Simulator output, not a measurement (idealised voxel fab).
Process module heading - voxel capacitor over wiring
Section shown: cut. Width: 180 nm. Cell size: 5 nm, square.
In this document a cross-section is written as a grid of square cells. It is given as a series of bands, listed from the top down, and a band is one or more rows of cells.
The entry gives the band's vertical extent as a top height and a bottom height in nm, then its horizontal make-up as materials from left to right, each with a width in nm. "air" stands for empty space; a single material marked "edge to edge" fills the band edge to edge.
Beneath 0, the wafer as received is one material, and that level is where height counting begins. The lowest band goes on downward without a bottom; it is written like "0 nm and below".
The two numbers in a width such as "30->40" mark its ends across the band: the first belongs to the top row of cells, the second to the bottom row, and from each row to the next the width moves by the same amount.
For the purposes of this document, the phrase "no alterations made" attached to a step denotes that no cell within the cross-section was modified by that step.
The label "Sealed internal voids" introduces a list of the empty spaces, 8 cells or larger, that have no open way up to the top; each entry in it reads width x height at distance, where the distance is taken from the left edge and all three are stated in nm.
Text after the settings on a step's line: the simulator's own remark on that step.
The setting "overlay nm" may be written on the line of a step. When the step uses a mask, the value reports how far to the right of the planned place the mask lay, and a negative value reports that it lay to the left.

The following list gives the planned process steps:
1 op RECEIVE | material Si
2 op CONFORMAL_DEP | material SiO2 | thk nm 15
3 op DIRECTIONAL_DEP | material TiN | thk nm 5
4 op DIRECTIONAL_DEP | material W | thk nm 20
5 op MASKED_ETCH | tone cover | mask id METAL_1 | width nm 20 | pitch nm 75 | etch materials W | depth nm 20 | overlay nm 0
6 op MASKED_ETCH | tone cover | mask id METAL_1 | width nm 20 | pitch nm 75 | etch materials TiN | depth nm 5 | overlay nm 0
7 op CONFORMAL_DEP | material SiCN | thk nm 5
8 op FILL_DEP | material SiO2 | thk nm 10
9 op CMP | height nm 40
10 op CONFORMAL_DEP | material SiCN | thk nm 5
11 op DIRECTIONAL_DEP | material lowk | thk nm 20
12 op DIRECTIONAL_DEP | material aC | thk nm 10
13 op PATTERN | tone open | mask id PLUG_1 | material resist | width nm 15 | thk nm 25 | overlay nm 0
14 op DIRECTIONAL_ETCH | etch materials aC | depth nm 10
15 op STRIP | etch materials resist
16 op DIRECTIONAL_ETCH | etch materials lowk | depth nm 20
17 op DIRECTIONAL_ETCH | etch materials SiCN | depth nm 5
18 op STRIP | etch materials aC
19 op CONFORMAL_DEP | material TiN | thk nm 5
20 op FILL_DEP | material Ru | thk nm 5
21 op CMP | height nm 65
22 op DIRECTIONAL_DEP | material TiN | thk nm 5
23 op DIRECTIONAL_DEP | material HfO2 | thk nm 5
24 op DIRECTIONAL_DEP | material TiN | thk nm 5
25 op MASKED_ETCH | tone cover | mask id UPPER_PLATE | width nm 60 | etch materials TiN | depth nm 5 | overlay nm 0
26 op MASKED_ETCH | tone cover | mask id UPPER_PLATE | width nm 60 | etch materials HfO2 | depth nm 5 | overlay nm 0
27 op MASKED_ETCH | tone cover | mask id LOWER_PLATE | width nm 70 | etch materials TiN | depth nm 5 | overlay nm 0
28 op FILL_DEP | material SiO2 | thk nm 20
29 op CMP | height nm 95
30 op PATTERN | tone open | mask id PLUG_2 | material resist | width nm 15 | thk nm 20 | overlay nm 0
31 op DIRECTIONAL_ETCH | etch materials SiO2 | depth nm 15
32 op STRIP | etch materials resist
33 op CONFORMAL_DEP | material TiN | thk nm 5
34 op FILL_DEP | material Ru | thk nm 10
35 op CMP | height nm 95
36 op CONFORMAL_DEP | material SiN | thk nm 5

Concerning the first of two wafers, which was run in accordance with the plan:

Step 1 complete: cross-section of the wafer as received:
0 nm and below | Si edge to edge
Sealed internal voids: none

Once step 2 is through, the wafer looks like this in cross-section:
15 nm to 0 nm | SiO2 edge to edge
Nothing below the height 0 has changed.

Once step 3 is through, the wafer looks like this in cross-section:
20 nm to 15 nm | TiN edge to edge
Nothing below the height 15 has changed.

Once step 4 is through, the wafer looks like this in cross-section:
40 nm to 20 nm | W edge to edge
Nothing below the height 20 has changed.

Once step 5 is through, the wafer looks like this in cross-section:
40 nm to 20 nm | air 40, then W 20, then air 55, then W 20, then air 45
Nothing below the height 20 has changed.

Once step 6 is through, the wafer looks like this in cross-section:
40 nm to 20 nm | air 40, then W 20, then air 55, then W 20, then air 45
20 nm to 15 nm | air 40, then TiN 20, then air 55, then TiN 20, then air 45
Nothing below the height 15 has changed.

Once step 7 is through, the wafer looks like this in cross-section:
45 nm to 40 nm | air 35, then SiCN 30, then air 45, then SiCN 30, then air 40
40 nm to 20 nm | air 35, then SiCN 5, then W 20, then SiCN 5, then air 45, then SiCN 5, then W 20, then SiCN 5, then air 40
20 nm to 15 nm | SiCN 40, then TiN 20, then SiCN 55, then TiN 20, then SiCN 45
Nothing below the height 15 has changed.

Once step 8 is through, the wafer looks like this in cross-section:
55 nm to 45 nm | SiO2 edge to edge
45 nm to 40 nm | SiO2 35, then SiCN 30, then SiO2 45, then SiCN 30, then SiO2 40
40 nm to 20 nm | SiO2 35, then SiCN 5, then W 20, then SiCN 5, then SiO2 45, then SiCN 5, then W 20, then SiCN 5, then SiO2 40
Nothing below the height 20 has changed.

Once step 9 is through, the wafer looks like this in cross-section:
40 nm to 20 nm | SiO2 35, then SiCN 5, then W 20, then SiCN 5, then SiO2 45, then SiCN 5, then W 20, then SiCN 5, then SiO2 40
Nothing below the height 20 has changed.

Once step 10 is through, the wafer looks like this in cross-section:
45 nm to 40 nm | SiCN edge to edge
Nothing below the height 40 has changed.

Once step 11 is through, the wafer looks like this in cross-section:
65 nm to 45 nm | lowk edge to edge
Nothing below the height 45 has changed.

Once step 12 is through, the wafer looks like this in cross-section:
75 nm to 65 nm | aC edge to edge
Nothing below the height 65 has changed.

Once step 13 is through, the wafer looks like this in cross-section:
100 nm to 75 nm | resist 45, then air 15, then resist 120
Nothing below the height 75 has changed.

Once step 14 is through, the wafer looks like this in cross-section:
90 nm to 75 nm | resist 45, then air 15, then resist 120
75 nm to 65 nm | aC 45, then air 15, then aC 120
Nothing below the height 65 has changed.

Once step 15 is through, the wafer looks like this in cross-section:
75 nm to 65 nm | aC 45, then air 15, then aC 120
Nothing below the height 65 has changed.

Once step 16 is through, the wafer looks like this in cross-section:
75 nm to 65 nm | aC 45, then air 15, then aC 120
65 nm to 45 nm | lowk 45, then air 15, then lowk 120
Nothing below the height 45 has changed.

Once step 17 is through, the wafer looks like this in cross-section:
75 nm to 65 nm | aC 45, then air 15, then aC 120
65 nm to 45 nm | lowk 45, then air 15, then lowk 120
45 nm to 40 nm | SiCN 45, then air 15, then SiCN 120
Nothing below the height 40 has changed.

Once step 18 is through, the wafer looks like this in cross-section:
65 nm to 45 nm | lowk 45, then air 15, then lowk 120
Nothing below the height 45 has changed.

Once step 19 is through, the wafer looks like this in cross-section:
70 nm to 65 nm | TiN 50, then air 5, then TiN 125
65 nm to 45 nm | lowk 45, then TiN 5, then air 5, then TiN 5, then lowk 120
45 nm to 40 nm | SiCN 45, then TiN 15, then SiCN 120
Nothing below the height 40 has changed.

Once step 20 is through, the wafer looks like this in cross-section:
75 nm to 70 nm | Ru edge to edge
70 nm to 65 nm | TiN 50, then Ru 5, then TiN 125
65 nm to 45 nm | lowk 45, then TiN 5, then Ru 5, then TiN 5, then lowk 120
Nothing below the height 45 has changed.

Once step 21 is through, the wafer looks like this in cross-section:
65 nm to 45 nm | lowk 45, then TiN 5, then Ru 5, then TiN 5, then lowk 120
Nothing below the height 45 has changed.

Once step 22 is through, the wafer looks like this in cross-section:
70 nm to 65 nm | TiN edge to edge
Nothing below the height 65 has changed.

Once step 23 is through, the wafer looks like this in cross-section:
75 nm to 70 nm | HfO2 edge to edge
Nothing below the height 70 has changed.

Once step 24 is through, the wafer looks like this in cross-section:
80 nm to 75 nm | TiN edge to edge
Nothing below the height 75 has changed.

Once step 25 is through, the wafer looks like this in cross-section:
80 nm to 75 nm | air 45, then TiN 60, then air 75
Nothing below the height 75 has changed.

Once step 26 is through, the wafer looks like this in cross-section:
80 nm to 75 nm | air 45, then TiN 60, then air 75
75 nm to 70 nm | air 45, then HfO2 60, then air 75
Nothing below the height 70 has changed.

Once step 27 is through, the wafer looks like this in cross-section:
80 nm to 75 nm | air 45, then TiN 60, then air 75
75 nm to 70 nm | air 45, then HfO2 60, then air 75
70 nm to 65 nm | air 40, then TiN 70, then air 70
Nothing below the height 65 has changed.

Once step 28 is through, the wafer looks like this in cross-section:
100 nm to 80 nm | SiO2 edge to edge
80 nm to 75 nm | SiO2 45, then TiN 60, then SiO2 75
75 nm to 70 nm | SiO2 45, then HfO2 60, then SiO2 75
70 nm to 65 nm | SiO2 40, then TiN 70, then SiO2 70
Nothing below the height 65 has changed.

Once step 29 is through, the wafer looks like this in cross-section:
95 nm to 80 nm | SiO2 edge to edge
Nothing below the height 80 has changed.

Once step 30 is through, the wafer looks like this in cross-section:
115 nm to 95 nm | resist 55, then air 15, then resist 110
Nothing below the height 95 has changed.

Once step 31 is through, the wafer looks like this in cross-section:
115 nm to 95 nm | resist 55, then air 15, then resist 110
95 nm to 80 nm | SiO2 55, then air 15, then SiO2 110
Nothing below the height 80 has changed.

Once step 32 is through, the wafer looks like this in cross-section:
95 nm to 80 nm | SiO2 55, then air 15, then SiO2 110
Nothing below the height 80 has changed.

Once step 33 is through, the wafer looks like this in cross-section:
100 nm to 95 nm | TiN 60, then air 5, then TiN 115
95 nm to 85 nm | SiO2 55, then TiN 5, then air 5, then TiN 5, then SiO2 110
85 nm to 75 nm | SiO2 55->45, then TiN 15->60, then SiO2 110->75
Nothing below the height 75 has changed.

Once step 34 is through, the wafer looks like this in cross-section:
110 nm to 100 nm | Ru edge to edge
100 nm to 95 nm | TiN 60, then Ru 5, then TiN 115
95 nm to 85 nm | SiO2 55, then TiN 5, then Ru 5, then TiN 5, then SiO2 110
Nothing below the height 85 has changed.

Once step 35 is through, the wafer looks like this in cross-section:
95 nm to 85 nm | SiO2 55, then TiN 5, then Ru 5, then TiN 5, then SiO2 110
Nothing below the height 85 has changed.

Once step 36 is through, the wafer looks like this in cross-section:
100 nm to 95 nm | SiN edge to edge
Nothing below the height 95 has changed.

Regarding the second of the two wafers: it shared the first wafer's starting condition and process plan, yet one error occurred during its execution. Its history coincides with that of the first wafer up to and including step 35:

Look at the second wafer in cross-section at the time step 36 ought to have finished:
110 nm to 95 nm | SiN edge to edge
Nothing below the height 95 has changed.
Plan not followed: step 36 deviated from plan and actually ran as op CONFORMAL_DEP | material SiN | thk nm 15
Per the end-of-run cell counts, the second wafer holds more or fewer of some materials than the first: +72 SiN
